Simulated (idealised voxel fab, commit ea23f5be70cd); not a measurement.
process module | voxel self aligned vias
cross-section cut | 170 nm wide | cells 5 nm
A cross-section is a grid of square cells, given in bands from the top down. A band is one or more rows of cells.
Each band's line starts with the height of the band's top and of its bottom, in nm. Then come its materials from left to right, each with its width in nm. One material with "throughout" fills the band from edge to edge. "air" is empty space.
Height 0 is the level under which the wafer as received is all one material. The lowest band goes on downwards, as in "0 down".
A width such as "30 to 40" changes by the same amount from each row of cells to the next, from the band's top row to its bottom row.
"no change" after a step means that no cell of the cross-section changed.
closed voids: empty space of 8 cells or more with no open way to the top, each as width x height at its distance from the left edge, in nm
after a step's settings: what the simulator itself notes on the step
overlay nm, on a step with a mask: how far to the right of its planned place the mask lay; to the left if negative
plan
1 op RECEIVE | material Si
2 op CONFORMAL_DEP | material SiO2 | thk nm 15
3 op CONFORMAL_DEP | material SiCN | thk nm 5
4 op DIRECTIONAL_DEP | material lowk | thk nm 30
5 op MASKED_ETCH | tone open | mask id LINES | width nm 20 | pitch nm 50 | etch materials lowk | depth nm 30 | overlay nm 0
6 op CONFORMAL_DEP | material TiN | thk nm 5
7 op FILL_DEP | material Ru | thk nm 10
8 op CMP | height nm 50
9 op SELECTIVE_ETCH | etch materials W Ru TiN | depth nm 5
10 op FILL_DEP | material SiN | thk nm 10
11 op CMP | height nm 50
12 op DIRECTIONAL_DEP | material lowk | thk nm 15
13 op MASKED_ETCH | tone open | mask id VIAS | width nm 30 | pitch nm 50 | etch materials lowk | depth nm 15 | overlay nm 0
14 op MASKED_ETCH | tone open | mask id VIAS | width nm 30 | pitch nm 50 | etch materials SiN | depth nm 5 | overlay nm 0
15 op CONFORMAL_DEP | material TiN | thk nm 5
16 op FILL_DEP | material Cu | thk nm 5
17 op CMP | height nm 65
18 op CONFORMAL_DEP | material SiN | thk nm 5
first wafer, as planned
as received, after step 1
  0 down: Si throughout
  closed voids: none
after step 2
  15 to 0: SiO2 throughout
  below 0: unchanged
after step 3
  20 to 15: SiCN throughout
  below 15: unchanged
after step 4
  50 to 20: lowk throughout
  below 20: unchanged
after step 5
  50 to 20: lowk 50 | air 20 | lowk 30 | air 20 | lowk 50
  below 20: unchanged
after step 6
  55 to 50: TiN 55 | air 10 | TiN 40 | air 10 | TiN 55
  50 to 25: lowk 50 | TiN 5 | air 10 | TiN 5 | lowk 30 | TiN 5 | air 10 | TiN 5 | lowk 50
  25 to 20: lowk 50 | TiN 20 | lowk 30 | TiN 20 | lowk 50
  below 20: unchanged
after step 7
  65 to 55: Ru throughout
  55 to 50: TiN 55 | Ru 10 | TiN 40 | Ru 10 | TiN 55
  50 to 25: lowk 50 | TiN 5 | Ru 10 | TiN 5 | lowk 30 | TiN 5 | Ru 10 | TiN 5 | lowk 50
  below 25: unchanged
after step 8
  50 to 25: lowk 50 | TiN 5 | Ru 10 | TiN 5 | lowk 30 | TiN 5 | Ru 10 | TiN 5 | lowk 50
  below 25: unchanged
after step 9
  50 to 45: lowk 50 | air 20 | lowk 30 | air 20 | lowk 50
  below 45: unchanged
after step 10
  60 to 50: SiN throughout
  50 to 45: lowk 50 | SiN 20 | lowk 30 | SiN 20 | lowk 50
  below 45: unchanged
after step 11
  50 to 45: lowk 50 | SiN 20 | lowk 30 | SiN 20 | lowk 50
  below 45: unchanged
after step 12
  65 to 50: lowk throughout
  below 50: unchanged
after step 13
  65 to 50: lowk 45 | air 30 | lowk 20 | air 30 | lowk 45
  below 50: unchanged
after step 14
  65 to 50: lowk 45 | air 30 | lowk 20 | air 30 | lowk 45
  50 to 45: lowk 50 | air 20 | lowk 30 | air 20 | lowk 50
  below 45: unchanged
after step 15
  70 to 65: TiN 50 | air 20 | TiN 30 | air 20 | TiN 50
  65 to 55: lowk 45 | TiN 5 | air 20 | TiN 5 | lowk 20 | TiN 5 | air 20 | TiN 5 | lowk 45
  55 to 50: lowk 45 | TiN 10 | air 10 | TiN 10 | lowk 20 | TiN 10 | air 10 | TiN 10 | lowk 45
  50 to 45: lowk 50 | TiN 20 | lowk 30 | TiN 20 | lowk 50
  below 45: unchanged
after step 16
  75 to 70: Cu throughout
  70 to 65: TiN 50 | Cu 20 | TiN 30 | Cu 20 | TiN 50
  65 to 55: lowk 45 | TiN 5 | Cu 20 | TiN 5 | lowk 20 | TiN 5 | Cu 20 | TiN 5 | lowk 45
  55 to 50: lowk 45 | TiN 10 | Cu 10 | TiN 10 | lowk 20 | TiN 10 | Cu 10 | TiN 10 | lowk 45
  below 50: unchanged
after step 17
  65 to 55: lowk 45 | TiN 5 | Cu 20 | TiN 5 | lowk 20 | TiN 5 | Cu 20 | TiN 5 | lowk 45
  below 55: unchanged
after step 18
  70 to 65: SiN throughout
  below 65: unchanged
second wafer: like start, like plan, one mistake. Through step 12 it matches the first wafer
when step 13 should have ended
  65 to 50: lowk 45 | air 35 | lowk 15 | air 35 | lowk 40
  below 50: unchanged
when step 14 should have ended
  65 to 50: lowk 45 | air 35 | lowk 15 | air 35 | lowk 40
  50 to 45: lowk 50 | air 20 | lowk 30 | air 20 | lowk 50
  below 45: unchanged
when step 15 should have ended
  70 to 65: TiN 50 | air 25 | TiN 25 | air 25 | TiN 45
  65 to 55: lowk 45 | TiN 5 | air 25 | TiN 5 | lowk 15 | TiN 5 | air 25 | TiN 5 | lowk 40
  55 to 50: lowk 45 | TiN 10 | air 10 | TiN 15 | lowk 15 | TiN 10 | air 10 | TiN 15 | lowk 40
  50 to 45: lowk 50 | TiN 20 | lowk 30 | TiN 20 | lowk 50
  below 45: unchanged
when step 16 should have ended
  75 to 70: Cu throughout
  70 to 65: TiN 50 | Cu 25 | TiN 25 | Cu 25 | TiN 45
  65 to 55: lowk 45 | TiN 5 | Cu 25 | TiN 5 | lowk 15 | TiN 5 | Cu 25 | TiN 5 | lowk 40
  55 to 50: lowk 45 | TiN 10 | Cu 10 | TiN 15 | lowk 15 | TiN 10 | Cu 10 | TiN 15 | lowk 40
  below 50: unchanged
when step 17 should have ended
  65 to 55: lowk 45 | TiN 5 | Cu 25 | TiN 5 | lowk 15 | TiN 5 | Cu 25 | TiN 5 | lowk 40
  below 55: unchanged
when step 18 should have ended
  70 to 65: SiN throughout
  below 65: unchanged
what went wrong: step 13 ran as: op MASKED_ETCH | tone open | mask id VIAS | width nm 35 | pitch nm 50 | etch materials lowk | depth nm 15 | overlay nm 0
at the end the second wafer has, in cells: 4 more of Cu | 2 more of TiN | 6 fewer of lowk
